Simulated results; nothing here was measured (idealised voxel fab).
process module | voxel ribs on slabs
cross-section cut | 260 nm wide | cells 5 nm
A cross-section is a grid of square cells, given in bands from the top down. A band is one or more rows of cells.
Each band's line starts with the height of the band's top and of its bottom, in nm. Then come its materials from left to right, each with its width in nm. One material with "throughout" fills the band from edge to edge. "air" is empty space.
Height 0 is the level under which the wafer as received is all one material. The lowest band goes on downwards, as in "0 down".
A width such as "30 to 40" changes by the same amount from each row of cells to the next, from the band's top row to its bottom row.
"no change" after a step means that no cell of the cross-section changed.
closed voids: empty space of 8 cells or more with no open way to the top, each as width x height at its distance from the left edge, in nm
after a step's settings: what the simulator itself notes on the step
overlay nm, on a step with a mask: how far to the right of its planned place the mask lay; to the left if negative
plan
1 op RECEIVE | material Si
2 op DIRECTIONAL_DEP | material SiO2 | thk nm 20
3 op DIRECTIONAL_DEP | material SiN | thk nm 15
4 op DIRECTIONAL_DEP | material aC | thk nm 10
5 op PATTERN | tone cover | mask id RIB | material resist | width nm 20 | thk nm 25 | overlay nm 0
6 op DIRECTIONAL_ETCH | etch materials aC | depth nm 10
7 op STRIP | etch materials resist
8 op DIRECTIONAL_ETCH | etch materials SiN | depth nm 10
9 op STRIP | etch materials aC
10 op MASKED_ETCH | tone cover | mask id SLAB | width nm 70 | etch materials SiN | depth nm 5 | overlay nm 0
11 op FILL_DEP | material SiO2 | thk nm 20
12 op CMP | height nm 45
13 op DIRECTIONAL_DEP | material TiN | thk nm 10
14 op PATTERN | tone cover | mask id HEATER | material resist | width nm 30 | thk nm 15 | overlay nm 0
15 op DIRECTIONAL_ETCH | etch materials TiN | depth nm 10
16 op STRIP | etch materials resist
17 op CONFORMAL_DEP | material SiO2 | thk nm 10
as received, after step 1
  0 down: Si throughout
  closed voids: none
a wafer at the end: this start, this plan, one mistake
  65 to 55: air 105 | SiO2 50 | air 105
  55 to 45: SiO2 115 | TiN 30 | SiO2 115
  45 to 25: SiO2 throughout
  25 to 20: SiO2 120 | SiN 20 | SiO2 120
  20 to 0: SiO2 throughout
  0 down: Si throughout
  closed voids: none
what went wrong: step 3 ran as: op DIRECTIONAL_DEP | material SiN | thk nm 5
